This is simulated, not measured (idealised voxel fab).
The document below concerns the process module designated voxel self aligned contacts.
Cross-section cut spans 275 nm and uses square cells 5 nm in size.
In this document a cross-section is written as a grid of square cells. It is given as a series of bands, listed from the top down, and a band is one or more rows of cells.
Read a band's entry like this: the first values are the height of its top and the height of its bottom in nm, and what follows is the sequence of materials from left to right, each with its width in nm. Note that "blank" is empty space, and that a single material marked "everywhere" reaches across the band from edge to edge.
All heights in this document are referenced to 0, defined as the level beneath which the wafer, as received, consists entirely of one material. The lowest band is not bounded below; it extends indefinitely downward and is written in the form "0 down".
You'd read "30..40" like this: the band's top row of cells is as wide as the first number, its bottom row is as wide as the second, and going down, every row changes width by the same amount as the row before did.
Reading "no change occurred" for a step: not a cell of the cross-section changed in it.
For the entry "Voids, fully enclosed", the listed items are empty spaces with no open way to the top whose size is 8 cells or more; each item follows the pattern width x height at distance, where distance is from the left edge and all three are in nm.
If you see something after the settings on a step's line, that's the simulator's own remark about that step.
The "overlay nm" setting may appear on a step's line; for a step that uses a mask, it gives how far to the right of its planned position the mask lay, and a negative value indicates the left.

Planned process steps:
1 RECEIVE (material Si)
2 OXIDIZE (depth nm 5)
3 DIRECTIONAL_DEP (material polySi; thk nm 30)
4 DIRECTIONAL_DEP (material SiN; thk nm 20)
5 PATTERN (tone cover; mask id GATE; material resist; width nm 35; pitch nm 70; thk nm 20; overlay nm 0)
6 DIRECTIONAL_ETCH (etch materials SiN; depth nm 20)
7 DIRECTIONAL_ETCH (etch materials polySi; depth nm 30)
8 STRIP (etch materials resist)
9 CONFORMAL_DEP (material SiN; thk nm 5)
10 DIRECTIONAL_ETCH (etch materials SiN; depth nm 5)
11 FILL_DEP (material SiO2; thk nm 15)
12 CMP (height nm 60)
13 PATTERN (tone open; mask id CONTACT; material resist; width nm 55; pitch nm 70; thk nm 20; overlay nm 0)
14 DIRECTIONAL_ETCH (etch materials SiO2; depth nm 65)
15 STRIP (etch materials resist)
16 CONFORMAL_DEP (material TiN; thk nm 5)
17 FILL_DEP (material W; thk nm 5)
18 CMP (height nm 60)
19 CONFORMAL_DEP (material SiN; thk nm 5)

Of two wafers, the first: run according to plan:

Wafer at receipt (post step 1), cross-section:
> 0 down | Si everywhere
> Voids, fully enclosed: none

How the wafer stands in section after step 2:
> 0 to -5 | SiO2 everywhere
> Whatever lies below -5 is exactly as it was before.

How the wafer stands in section after step 3:
> 30 to 0 | polySi everywhere
> Whatever lies below 0 is exactly as it was before.

How the wafer stands in section after step 4:
> 50 to 30 | SiN everywhere
> Whatever lies below 30 is exactly as it was before.

How the wafer stands in section after step 5:
> 70 to 50 | blank 50; resist 35; blank 35; resist 35; blank 35; resist 35; blank 50
> Whatever lies below 50 is exactly as it was before.

How the wafer stands in section after step 6:
> 70 to 50 | blank 50; resist 35; blank 35; resist 35; blank 35; resist 35; blank 50
> 50 to 30 | blank 50; SiN 35; blank 35; SiN 35; blank 35; SiN 35; blank 50
> Whatever lies below 30 is exactly as it was before.

How the wafer stands in section after step 7:
> 70 to 50 | blank 50; resist 35; blank 35; resist 35; blank 35; resist 35; blank 50
> 50 to 30 | blank 50; SiN 35; blank 35; SiN 35; blank 35; SiN 35; blank 50
> 30 to 0 | blank 50; polySi 35; blank 35; polySi 35; blank 35; polySi 35; blank 50
> Whatever lies below 0 is exactly as it was before.

How the wafer stands in section after step 8:
> 50 to 30 | blank 50; SiN 35; blank 35; SiN 35; blank 35; SiN 35; blank 50
> Whatever lies below 30 is exactly as it was before.

How the wafer stands in section after step 9:
> 55 to 30 | blank 45; SiN 45; blank 25; SiN 45; blank 25; SiN 45; blank 45
> 30 to 5 | blank 45; SiN 5; polySi 35; SiN 5; blank 25; SiN 5; polySi 35; SiN 5; blank 25; SiN 5; polySi 35; SiN 5; blank 45
> 5 to 0 | SiN 50; polySi 35; SiN 35; polySi 35; SiN 35; polySi 35; SiN 50
> Whatever lies below 0 is exactly as it was before.

How the wafer stands in section after step 10:
> 50 to 30 | blank 45; SiN 45; blank 25; SiN 45; blank 25; SiN 45; blank 45
> 30 to 0 | blank 45; SiN 5; polySi 35; SiN 5; blank 25; SiN 5; polySi 35; SiN 5; blank 25; SiN 5; polySi 35; SiN 5; blank 45
> Whatever lies below 0 is exactly as it was before.

How the wafer stands in section after step 11:
> 65 to 50 | SiO2 everywhere
> 50 to 30 | SiO2 45; SiN 45; SiO2 25; SiN 45; SiO2 25; SiN 45; SiO2 45
> 30 to 0 | SiO2 45; SiN 5; polySi 35; SiN 5; SiO2 25; SiN 5; polySi 35; SiN 5; SiO2 25; SiN 5; polySi 35; SiN 5; SiO2 45
> Whatever lies below 0 is exactly as it was before.

How the wafer stands in section after step 12:
> 60 to 50 | SiO2 everywhere
> Whatever lies below 50 is exactly as it was before.

How the wafer stands in section after step 13:
> 80 to 60 | resist 75; blank 55; resist 15; blank 55; resist 75
> Whatever lies below 60 is exactly as it was before.

How the wafer stands in section after step 14:
> 80 to 60 | resist 75; blank 55; resist 15; blank 55; resist 75
> 60 to 50 | SiO2 75; blank 55; SiO2 15; blank 55; SiO2 75
> 50 to 30 | SiO2 45; SiN 45; blank 25; SiN 45; blank 25; SiN 45; SiO2 45
> 30 to 0 | SiO2 45; SiN 5; polySi 35; SiN 5; blank 25; SiN 5; polySi 35; SiN 5; blank 25; SiN 5; polySi 35; SiN 5; SiO2 45
> 0 to -5 | SiO2 90; blank 25; SiO2 45; blank 25; SiO2 90
> Whatever lies below -5 is exactly as it was before.

How the wafer stands in section after step 15:
> 60 to 50 | SiO2 75; blank 55; SiO2 15; blank 55; SiO2 75
> Whatever lies below 50 is exactly as it was before.

How the wafer stands in section after step 16:
> 65 to 60 | TiN 80; blank 45; TiN 25; blank 45; TiN 80
> 60 to 50 | SiO2 75; TiN 5..20; blank 45..15; TiN 5..20; SiO2 15; TiN 5..20; blank 45..15; TiN 5..20; SiO2 75
> 50 to 30 | SiO2 45; SiN 45; TiN 5; blank 15; TiN 5; SiN 45; TiN 5; blank 15; TiN 5; SiN 45; SiO2 45
> 30 to 0 | SiO2 45; SiN 5; polySi 35; SiN 5; TiN 5; blank 15; TiN 5; SiN 5; polySi 35; SiN 5; TiN 5; blank 15; TiN 5; SiN 5; polySi 35; SiN 5; SiO2 45
> 0 to -5 | SiO2 90; TiN 25; SiO2 45; TiN 25; SiO2 90
> Whatever lies below -5 is exactly as it was before.

How the wafer stands in section after step 17:
> 70 to 65 | W everywhere
> 65 to 60 | TiN 80; W 45; TiN 25; W 45; TiN 80
> 60 to 50 | SiO2 75; TiN 5..20; W 45..15; TiN 5..20; SiO2 15; TiN 5..20; W 45..15; TiN 5..20; SiO2 75
> 50 to 30 | SiO2 45; SiN 45; TiN 5; W 15; TiN 5; SiN 45; TiN 5; W 15; TiN 5; SiN 45; SiO2 45
> 30 to 0 | SiO2 45; SiN 5; polySi 35; SiN 5; TiN 5; W 15; TiN 5; SiN 5; polySi 35; SiN 5; TiN 5; W 15; TiN 5; SiN 5; polySi 35; SiN 5; SiO2 45
> Whatever lies below 0 is exactly as it was before.

How the wafer stands in section after step 18:
> 60 to 50 | SiO2 75; TiN 5..20; W 45..15; TiN 5..20; SiO2 15; TiN 5..20; W 45..15; TiN 5..20; SiO2 75
> Whatever lies below 50 is exactly as it was before.

How the wafer stands in section after step 19:
> 65 to 60 | SiN everywhere
> Whatever lies below 60 is exactly as it was before.

Second wafer - shared start and plan with the first - one error in running - same as the first up to step 6 inclusive:

Here is the second wafer in cross-section at the point where step 7 of the plan should have been done:
> 70 to 50 | blank 50; resist 35; blank 35; resist 35; blank 35; resist 35; blank 50
> 50 to 30 | blank 50; SiN 35; blank 35; SiN 35; blank 35; SiN 35; blank 50
> 30 to 5 | blank 50; polySi 35; blank 35; polySi 35; blank 35; polySi 35; blank 50
> Whatever lies below 5 is exactly as it was before.

Here is the second wafer in cross-section at the point where step 8 of the plan should have been done:
> 50 to 30 | blank 50; SiN 35; blank 35; SiN 35; blank 35; SiN 35; blank 50
> Whatever lies below 30 is exactly as it was before.

Here is the second wafer in cross-section at the point where step 9 of the plan should have been done:
> 55 to 30 | blank 45; SiN 45; blank 25; SiN 45; blank 25; SiN 45; blank 45
> 30 to 10 | blank 45; SiN 5; polySi 35; SiN 5; blank 25; SiN 5; polySi 35; SiN 5; blank 25; SiN 5; polySi 35; SiN 5; blank 45
> 10 to 5 | SiN 50; polySi 35; SiN 35; polySi 35; SiN 35; polySi 35; SiN 50
> Whatever lies below 5 is exactly as it was before.

Here is the second wafer in cross-section at the point where step 10 of the plan should have been done:
> 50 to 30 | blank 45; SiN 45; blank 25; SiN 45; blank 25; SiN 45; blank 45
> 30 to 5 | blank 45; SiN 5; polySi 35; SiN 5; blank 25; SiN 5; polySi 35; SiN 5; blank 25; SiN 5; polySi 35; SiN 5; blank 45
> Whatever lies below 5 is exactly as it was before.

Here is the second wafer in cross-section at the point where step 11 of the plan should have been done:
> 65 to 50 | SiO2 everywhere
> 50 to 30 | SiO2 45; SiN 45; SiO2 25; SiN 45; SiO2 25; SiN 45; SiO2 45
> 30 to 5 | SiO2 45; SiN 5; polySi 35; SiN 5; SiO2 25; SiN 5; polySi 35; SiN 5; SiO2 25; SiN 5; polySi 35; SiN 5; SiO2 45
> Whatever lies below 5 is exactly as it was before.

Here is the second wafer in cross-section at the point where step 12 of the plan should have been done:
> 60 to 50 | SiO2 everywhere
> Whatever lies below 50 is exactly as it was before.

Here is the second wafer in cross-section at the point where step 13 of the plan should have been done:
> 80 to 60 | resist 75; blank 55; resist 15; blank 55; resist 75
> Whatever lies below 60 is exactly as it was before.

Here is the second wafer in cross-section at the point where step 14 of the plan should have been done:
> 80 to 60 | resist 75; blank 55; resist 15; blank 55; resist 75
> 60 to 50 | SiO2 75; blank 55; SiO2 15; blank 55; SiO2 75
> 50 to 30 | SiO2 45; SiN 45; blank 25; SiN 45; blank 25; SiN 45; SiO2 45
> 30 to 5 | SiO2 45; SiN 5; polySi 35; SiN 5; blank 25; SiN 5; polySi 35; SiN 5; blank 25; SiN 5; polySi 35; SiN 5; SiO2 45
> Whatever lies below 5 is exactly as it was before.

Here is the second wafer in cross-section at the point where step 15 of the plan should have been done:
> 60 to 50 | SiO2 75; blank 55; SiO2 15; blank 55; SiO2 75
> Whatever lies below 50 is exactly as it was before.

Here is the second wafer in cross-section at the point where step 16 of the plan should have been done:
> 65 to 60 | TiN 80; blank 45; TiN 25; blank 45; TiN 80
> 60 to 50 | SiO2 75; TiN 5..20; blank 45..15; TiN 5..20; SiO2 15; TiN 5..20; blank 45..15; TiN 5..20; SiO2 75
> 50 to 30 | SiO2 45; SiN 45; TiN 5; blank 15; TiN 5; SiN 45; TiN 5; blank 15; TiN 5; SiN 45; SiO2 45
> 30 to 10 | SiO2 45; SiN 5; polySi 35; SiN 5; TiN 5; blank 15; TiN 5; SiN 5; polySi 35; SiN 5; TiN 5; blank 15; TiN 5; SiN 5; polySi 35; SiN 5; SiO2 45
> 10 to 5 | SiO2 45; SiN 5; polySi 35; SiN 5; TiN 25; SiN 5; polySi 35; SiN 5; TiN 25; SiN 5; polySi 35; SiN 5; SiO2 45
> Whatever lies below 5 is exactly as it was before.

Here is the second wafer in cross-section at the point where step 17 of the plan should have been done:
> 70 to 65 | W everywhere
> 65 to 60 | TiN 80; W 45; TiN 25; W 45; TiN 80
> 60 to 50 | SiO2 75; TiN 5..20; W 45..15; TiN 5..20; SiO2 15; TiN 5..20; W 45..15; TiN 5..20; SiO2 75
> 50 to 30 | SiO2 45; SiN 45; TiN 5; W 15; TiN 5; SiN 45; TiN 5; W 15; TiN 5; SiN 45; SiO2 45
> 30 to 10 | SiO2 45; SiN 5; polySi 35; SiN 5; TiN 5; W 15; TiN 5; SiN 5; polySi 35; SiN 5; TiN 5; W 15; TiN 5; SiN 5; polySi 35; SiN 5; SiO2 45
> Whatever lies below 10 is exactly as it was before.

Here is the second wafer in cross-section at the point where step 18 of the plan should have been done:
> 60 to 50 | SiO2 75; TiN 5..20; W 45..15; TiN 5..20; SiO2 15; TiN 5..20; W 45..15; TiN 5..20; SiO2 75
> Whatever lies below 50 is exactly as it was before.

Here is the second wafer in cross-section at the point where step 19 of the plan should have been done:
> 65 to 60 | SiN everywhere
> Whatever lies below 60 is exactly as it was before.
what went wrong: contrary to plan, step 7 was performed as DIRECTIONAL_ETCH (etch materials polySi; depth nm 25)
Final comparison by cell count, materials where the second wafer has more or fewer than the first: -6 SiN; -8 SiO2; -8 TiN; -12 W; +34 polySi
